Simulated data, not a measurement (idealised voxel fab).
Proc. module: voxel wiring stack
The figure presents cross-section cut, which has a width of 185 nm and is divided into square cells with an edge length of 5 nm.
How to read a cross-section here: the picture is a grid of square cells, written as bands going from the top down, and any band can span one or more rows of cells. The entry gives the band's vertical extent as a top height and a bottom height in nm, then its horizontal make-up as materials from left to right, each with a width in nm. "empty" stands for empty space; a single material marked "throughout" fills the band edge to edge. Heights are measured from 0, the level below which the as-received wafer is all one material; the lowest band has no bottom and continues downward, written as in "z 0 and below". Width: "30 to 40" (first number = top row, second number = bottom row, same change from row to row of cells). Key: "nothing changed" - step with no changed cell in the cross-section. This entry, "Enclosed empty spaces", enumerates those empty regions of no fewer than 8 cells that possess no open connection to the top. Each region is reported in the form width x height at distance, the distance being taken from the left edge, with all three quantities expressed in nm. Where a step's line continues beyond its settings, the continuation is a remark by the simulator itself on that step. Steps that use a mask can have "overlay nm" on their line. It says how far the mask sat to the right of where it was meant to be. Negative means to the left.

### The following list gives the planned process steps
1,RECEIVE | material Si
2,CONFORMAL_DEP | material SiO2 | thk nm 10
3,CONFORMAL_DEP | material SiCN | thk nm 5
4,DIRECTIONAL_DEP | material SiO2 | thk nm 20
5,DIRECTIONAL_DEP | material aC | thk nm 15
6,PATTERN | tone open | mask id METAL_1 | material resist | width nm 30 | pitch nm 50 | thk nm 35 | overlay nm 0
7,DIRECTIONAL_ETCH | etch materials aC | depth nm 15
8,STRIP | etch materials resist
9,DIRECTIONAL_ETCH | etch materials SiO2 | depth nm 20
10,DIRECTIONAL_ETCH | etch materials SiCN | depth nm 5
11,STRIP | etch materials aC
12,CONFORMAL_DEP | material TiN | thk nm 5
13,FILL_DEP | material Ru | thk nm 5
14,CMP | height nm 35
15,CONFORMAL_DEP | material SiCN | thk nm 5
16,DIRECTIONAL_DEP | material lowk | thk nm 35
17,PATTERN | tone open | mask id METAL_2 | material resist | width nm 30 | pitch nm 50 | thk nm 20 | overlay nm 0
18,DIRECTIONAL_ETCH | etch materials lowk | depth nm 20
19,STRIP | etch materials resist
20,PATTERN | tone open | mask id METAL_2_HOLES | material resist | width nm 15 | pitch nm 50 | thk nm 15 | overlay nm 0
21,DIRECTIONAL_ETCH | etch materials lowk | depth nm 15
22,DIRECTIONAL_ETCH | etch materials SiCN | depth nm 5
23,STRIP | etch materials resist
24,CONFORMAL_DEP | material TiN | thk nm 5
25,FILL_DEP | material Cu | thk nm 5
26,CMP | height nm 75
27,CONFORMAL_DEP | material SiN | thk nm 5

### Incoming wafer in cross-section (state: after step 1)
    z 0 and below = Si throughout
    Enclosed empty spaces: none

### Cross-sectional image of the first of two wafers at the end of the module, the run having proceeded as planned
    z 80 to 75 = SiN throughout
    z 75 to 60 = lowk 50 nm; TiN 5 nm; Cu 20 nm; TiN 5 nm; lowk 20 nm; TiN 5 nm; Cu 20 nm; TiN 5 nm; lowk 55 nm
    z 60 to 55 = lowk 50 nm; TiN 5 nm; Cu 5 nm; TiN 20 nm; lowk 20 nm; TiN 5 nm; Cu 5 nm; TiN 20 nm; lowk 55 nm
    z 55 to 40 = lowk 50 nm; TiN 5 nm; Cu 5 nm; TiN 5 nm; lowk 35 nm; TiN 5 nm; Cu 5 nm; TiN 5 nm; lowk 70 nm
    z 40 to 35 = SiCN 50 nm; TiN 15 nm; SiCN 35 nm; TiN 15 nm; SiCN 70 nm
    z 35 to 15 = SiO2 50 nm; TiN 5 nm; Ru 20 nm; TiN 5 nm; SiO2 20 nm; TiN 5 nm; Ru 20 nm; TiN 5 nm; SiO2 55 nm
    z 15 to 10 = SiCN 50 nm; TiN 30 nm; SiCN 20 nm; TiN 30 nm; SiCN 55 nm
    z 10 to 0 = SiO2 throughout
    z 0 and below = Si throughout
    Enclosed empty spaces: none

### Second wafer of the two, sectioned at the end of the module. It began like the first and followed the same plan, but one mistake was made while running it
    z 80 to 75 = SiN throughout
    z 75 to 65 = Cu 60 nm; TiN 5 nm; lowk 15 nm; TiN 5 nm; Cu 25 nm; TiN 5 nm; lowk 15 nm; TiN 5 nm; Cu 50 nm
    z 65 to 60 = Cu 45 nm; TiN 20 nm; lowk 15 nm; TiN 5 nm; Cu 10 nm; TiN 20 nm; lowk 15 nm; TiN 5 nm; Cu 50 nm
    z 60 to 55 = TiN 50 nm; lowk 30 nm; TiN 20 nm; lowk 30 nm; TiN 55 nm
    z 55 to 40 = lowk throughout
    z 40 to 35 = SiCN throughout
    z 35 to 15 = SiO2 50 nm; TiN 5 nm; Ru 20 nm; TiN 5 nm; SiO2 20 nm; TiN 5 nm; Ru 20 nm; TiN 5 nm; SiO2 55 nm
    z 15 to 10 = SiCN 50 nm; TiN 30 nm; SiCN 20 nm; TiN 30 nm; SiCN 55 nm
    z 10 to 0 = SiO2 throughout
    z 0 and below = Si throughout
    Enclosed empty spaces: none
Deviation from plan: the process deviated at step 17: the operation and settings actually run there were PATTERN | tone cover | mask id METAL_2 | material resist | width nm 30 | pitch nm 50 | thk nm 20 | overlay nm 0
Cell-count delta at end, second wafer over first, by material: +43 Cu, +6 SiCN, +3 TiN, -52 lowk
